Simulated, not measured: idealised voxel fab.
Name of the process module below: voxel capacitor over wiring
Square cell edge 5 nm, section width 195 nm, ID cut.
Heads up, the way a cross-section reads in here is a grid of square cells, handed over as bands from the top down, with every band being one or more rows of cells.
Band: top and bottom heights (nm) first, top before bottom; then materials from left to right, widths in nm. "full width" marks a sole material filling the band edge to edge. "blank" denotes empty space.
Where do heights start? At 0: under that level the wafer as delivered is made of one material only. And the lowest band has no floor; it just carries on downward, as in "top 0, no bottom".
Per-row width for "30 to 40": begins at first number (top row of band), ends at second number (bottom row), increment between rows held constant.
"no modification" (step): cross-section cells unchanged, all of them.
Enclosed voids (no open way to top), threshold 8 cells or more, entry "Completely enclosed voids", notation width x height at distance, distance from left edge, nm.
Where a step's line continues beyond its settings, the continuation is a remark by the simulator itself on that step.
Regarding "overlay nm": on a step with a mask, it is the distance the mask lay to the right of its planned place; a negative value places it to the left.

These are the steps we planned for the process:
step 1: RECEIVE with material Si
step 2: CONFORMAL_DEP with material SiO2, thk nm 15
step 3: DIRECTIONAL_DEP with material TiN, thk nm 5
step 4: DIRECTIONAL_DEP with material W, thk nm 25
step 5: MASKED_ETCH with tone cover, mask id METAL_1, width nm 25, pitch nm 80, etch materials W, depth nm 25, overlay nm 0
step 6: MASKED_ETCH with tone cover, mask id METAL_1, width nm 25, pitch nm 80, etch materials TiN, depth nm 5, overlay nm 0
step 7: FILL_DEP with material SiO2, thk nm 10
step 8: CMP with height nm 45
step 9: CONFORMAL_DEP with material SiCN, thk nm 5
step 10: DIRECTIONAL_DEP with material SiO2, thk nm 20
step 11: PATTERN with tone open, mask id PLUG_1, material resist, width nm 15, thk nm 20, overlay nm 0
step 12: DIRECTIONAL_ETCH with etch materials SiO2, depth nm 20
step 13: DIRECTIONAL_ETCH with etch materials SiCN, depth nm 5
step 14: STRIP with etch materials resist
step 15: EPI with material Ru, thk nm 10
step 16: EPI with material Ru, thk nm 10
step 17: EPI with material Ru, thk nm 5
step 18: DIRECTIONAL_DEP with material TiN, thk nm 10
step 19: DIRECTIONAL_DEP with material Al2O3, thk nm 5
step 20: DIRECTIONAL_DEP with material TiN, thk nm 5
step 21: PATTERN with tone cover, mask id UPPER_PLATE, material resist, width nm 60, thk nm 15, overlay nm 0
step 22: DIRECTIONAL_ETCH with etch materials TiN, depth nm 5
step 23: DIRECTIONAL_ETCH with etch materials Al2O3, depth nm 5
step 24: STRIP with etch materials resist
step 25: MASKED_ETCH with tone cover, mask id LOWER_PLATE, width nm 70, etch materials TiN, depth nm 10, overlay nm 0
step 26: FILL_DEP with material SiO2, thk nm 15
step 27: CMP with height nm 100
step 28: PATTERN with tone open, mask id PLUG_2, material resist, width nm 15, thk nm 15, overlay nm 0
step 29: DIRECTIONAL_ETCH with etch materials SiO2, depth nm 10
step 30: STRIP with etch materials resist
step 31: CONFORMAL_DEP with material TiN, thk nm 5
step 32: FILL_DEP with material Ru, thk nm 10
step 33: CMP with height nm 100
step 34: CONFORMAL_DEP with material SiCN, thk nm 5
Where the wafers of this document differ is in the width nm of step 28; they start out the same, and the plan states the value that applied to the first wafer.

As-received state after step 1, first of several wafers, cross-section:
top 0, no bottom  Si full width
Completely enclosed voids: none

Cross-section of the first of several wafers once the module has run through its last step, step 34:
top 105, bottom 100  SiCN full width
top 100, bottom 95  SiO2=65 | TiN=5 | Ru=5 | TiN=5 | SiO2=115
top 95, bottom 85  SiO2=65 to 55 | TiN=15 to 60 | SiO2=115 to 80
top 85, bottom 80  SiO2=55 | Al2O3=60 | SiO2=80
top 80, bottom 70  SiO2=50 | TiN=70 | SiO2=75
top 70, bottom 50  SiO2=55 | Ru=15 | SiO2=125
top 50, bottom 45  SiCN=55 | Ru=15 | SiCN=125
top 45, bottom 20  SiO2=45 | W=25 | SiO2=55 | W=25 | SiO2=45
top 20, bottom 15  SiO2=45 | TiN=25 | SiO2=55 | TiN=25 | SiO2=45
top 15, bottom 0  SiO2 full width
top 0, no bottom  Si full width
Completely enclosed voids: none

At the end of the module, the last of several wafers in cross-section:
top 105, bottom 100  SiCN full width
top 100, bottom 95  SiO2=60 | TiN=5 | Ru=20 | TiN=5 | SiO2=105
top 95, bottom 85  SiO2=60 to 55 | TiN=30 to 60 | SiO2=105 to 80
top 85, bottom 80  SiO2=55 | Al2O3=60 | SiO2=80
top 80, bottom 70  SiO2=50 | TiN=70 | SiO2=75
top 70, bottom 50  SiO2=55 | Ru=15 | SiO2=125
top 50, bottom 45  SiCN=55 | Ru=15 | SiCN=125
top 45, bottom 20  SiO2=45 | W=25 | SiO2=55 | W=25 | SiO2=45
top 20, bottom 15  SiO2=45 | TiN=25 | SiO2=55 | TiN=25 | SiO2=45
top 15, bottom 0  SiO2 full width
top 0, no bottom  Si full width
Completely enclosed voids: none

The following table contains a row per wafer, in which are reported, at the conclusion of the module, the cells of each material gained (+) or lost (-) since the wafer's receipt, with its closed voids given thereafter:
width nm 15 | +12 Al2O3 | +16 Ru | +75 SiCN | +611 SiO2 | +55 TiN | +50 W | Completely enclosed voids: none
width nm 20 | +12 Al2O3 | +17 Ru | +75 SiCN | +609 SiO2 | +56 TiN | +50 W | Completely enclosed voids: none
width nm 25 | +12 Al2O3 | +18 Ru | +75 SiCN | +607 SiO2 | +57 TiN | +50 W | Completely enclosed voids: none
width nm 30 | +12 Al2O3 | +19 Ru | +75 SiCN | +605 SiO2 | +58 TiN | +50 W | Completely enclosed voids: none
